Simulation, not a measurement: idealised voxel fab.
Documented hereafter: the process module known as voxel capacitor over wiring.
We display cut, a cross-section 280 nm in width whose square cells are each 5 nm.
Cross-section, as written here: a square-cell grid given band by band from the top down, where a band holds one or more rows of cells. Band entry format. Leading values: height of top, height of bottom, nm. Remainder: materials in left-to-right order, each with its width in nm. Special words: "throughout" on a single material, which then fills the band edge to edge; "blank", empty space. Counting heights begins at 0, where everything beneath is, in the wafer as received, one material. The lowest band has no bottom; it goes on downwards, as "top 0, no bottom" shows. When a width is written as two numbers, as in "30->40", the first number is the width in the top row of cells of the band and the second is the width in its bottom row, and the width changes by the same amount from each row to the next. Reading "changes: none" for a step: not a cell of the cross-section changed in it. So "Entrapped void list" is basically the list of trapped voids: any empty space of 8 cells or more that can't reach the top through an opening. They're written width x height at distance, the distance being from the left edge, and it's all nm. after a step's settings: what the simulator itself notes on the step. If you see "overlay nm" on a step's line and that step has a mask, it's telling you how far right of where it was planned the mask ended up; a negative number means it went left instead.
Below is the list of planned process steps
1,RECEIVE (material Si)
2,CONFORMAL_DEP (material SiO2; thk nm 10)
3,CONFORMAL_DEP (material SiN; thk nm 5)
4,DIRECTIONAL_DEP (material lowk; thk nm 20)
5,DIRECTIONAL_DEP (material aC; thk nm 10)
6,PATTERN (tone open; mask id METAL_1; material resist; width nm 30; pitch nm 80; thk nm 25; overlay nm 0)
7,DIRECTIONAL_ETCH (etch materials aC; depth nm 10)
8,STRIP (etch materials resist)
9,DIRECTIONAL_ETCH (etch materials lowk; depth nm 20)
10,DIRECTIONAL_ETCH (etch materials SiN; depth nm 5)
11,STRIP (etch materials aC)
12,CONFORMAL_DEP (material TiN; thk nm 5)
13,FILL_DEP (material Ru; thk nm 10)
14,CMP (height nm 35)
15,EPI (material Ru; thk nm 5)
16,FILL_DEP (material SiCN; thk nm 5)
17,DIRECTIONAL_DEP (material SiO2; thk nm 20)
18,PATTERN (tone open; mask id PLUG_1; material resist; width nm 15; thk nm 15; overlay nm 0)
19,DIRECTIONAL_ETCH (etch materials SiO2; depth nm 20)
20,DIRECTIONAL_ETCH (etch materials SiCN; depth nm 5)
21,STRIP (etch materials resist)
22,EPI (material Ru; thk nm 10)
23,EPI (material Ru; thk nm 10)
24,EPI (material Ru; thk nm 5)
25,DIRECTIONAL_DEP (material TiN; thk nm 5)
26,DIRECTIONAL_DEP (material Al2O3; thk nm 5)
27,DIRECTIONAL_DEP (material TiN; thk nm 5)
28,MASKED_ETCH (tone cover; mask id UPPER_PLATE; width nm 55; etch materials TiN; depth nm 5; overlay nm 0)
29,MASKED_ETCH (tone cover; mask id UPPER_PLATE; width nm 55; etch materials Al2O3; depth nm 5; overlay nm 0)
30,PATTERN (tone cover; mask id LOWER_PLATE; material resist; width nm 65; thk nm 20; overlay nm 0)
31,DIRECTIONAL_ETCH (etch materials TiN; depth nm 5)
32,STRIP (etch materials resist)
33,FILL_DEP (material SiO2; thk nm 15)
34,CMP (height nm 90)
35,PATTERN (tone open; mask id PLUG_2; material resist; width nm 15; thk nm 20; overlay nm 0)
36,DIRECTIONAL_ETCH (etch materials SiO2; depth nm 10)
37,STRIP (etch materials resist)
38,CONFORMAL_DEP (material TiN; thk nm 5)
39,FILL_DEP (material W; thk nm 5)
40,CMP (height nm 90)
41,CONFORMAL_DEP (material SiN; thk nm 5)
As received (post step 1): cross-section
* top 0, no bottom | Si throughout
* Entrapped void list: none
First of two wafers at the end of the module, shown in cross-section; run carried out as planned
* top 95, bottom 90 | SiN throughout
* top 90, bottom 85 | SiO2 110 nm, TiN 5 nm, W 5 nm, TiN 5 nm, SiO2 155 nm
* top 85, bottom 75 | SiO2 110->100 nm, TiN 15->55 nm, SiO2 155->125 nm
* top 75, bottom 70 | SiO2 100 nm, Al2O3 55 nm, SiO2 125 nm
* top 70, bottom 65 | SiO2 95 nm, TiN 65 nm, SiO2 120 nm
* top 65, bottom 45 | SiO2 100 nm, Ru 15 nm, SiO2 165 nm
* top 45, bottom 40 | SiCN 100 nm, Ru 15 nm, SiCN 165 nm
* top 40, bottom 35 | SiCN 80 nm, Ru 40 nm, SiCN 40 nm, Ru 40 nm, SiCN 80 nm
* top 35, bottom 15 | lowk 85 nm, TiN 5 nm, Ru 20 nm, TiN 5 nm, lowk 50 nm, TiN 5 nm, Ru 20 nm, TiN 5 nm, lowk 85 nm
* top 15, bottom 10 | SiN 85 nm, TiN 30 nm, SiN 50 nm, TiN 30 nm, SiN 85 nm
* top 10, bottom 0 | SiO2 throughout
* top 0, no bottom | Si throughout
* Entrapped void list: none
Second wafer of the two, sectioned at the end of the module. It began like the first and followed the same plan, but one mistake was made while running it
* top 95, bottom 90 | SiN throughout
* top 90, bottom 85 | SiO2 95 nm, TiN 5 nm, SiO2 10 nm, TiN 50 nm, SiO2 120 nm
* top 85, bottom 75 | SiO2 110->100 nm, TiN 5->15 nm, SiO2 165 nm
* top 75, bottom 70 | SiO2 100 nm, Al2O3 15 nm, SiO2 165 nm
* top 70, bottom 65 | SiO2 100 nm, TiN 15 nm, SiO2 165 nm
* top 65, bottom 45 | SiO2 throughout
* top 45, bottom 40 | SiCN throughout
* top 40, bottom 35 | SiCN 80 nm, Ru 40 nm, SiCN 40 nm, Ru 40 nm, SiCN 80 nm
* top 35, bottom 15 | lowk 85 nm, TiN 5 nm, Ru 20 nm, TiN 5 nm, lowk 50 nm, TiN 5 nm, Ru 20 nm, TiN 5 nm, lowk 85 nm
* top 15, bottom 10 | SiN 85 nm, TiN 30 nm, SiN 50 nm, TiN 30 nm, SiN 85 nm
* top 10, bottom 0 | SiO2 throughout
* top 0, no bottom | Si throughout
* Entrapped void list: none
Plan not followed: step 17, plan: ran twice
Final comparison by cell count, materials where the second wafer has more or fewer than the first: Al2O3 -8 | Ru -15 | SiCN +3 | SiO2 +32 | TiN -11 | W -1
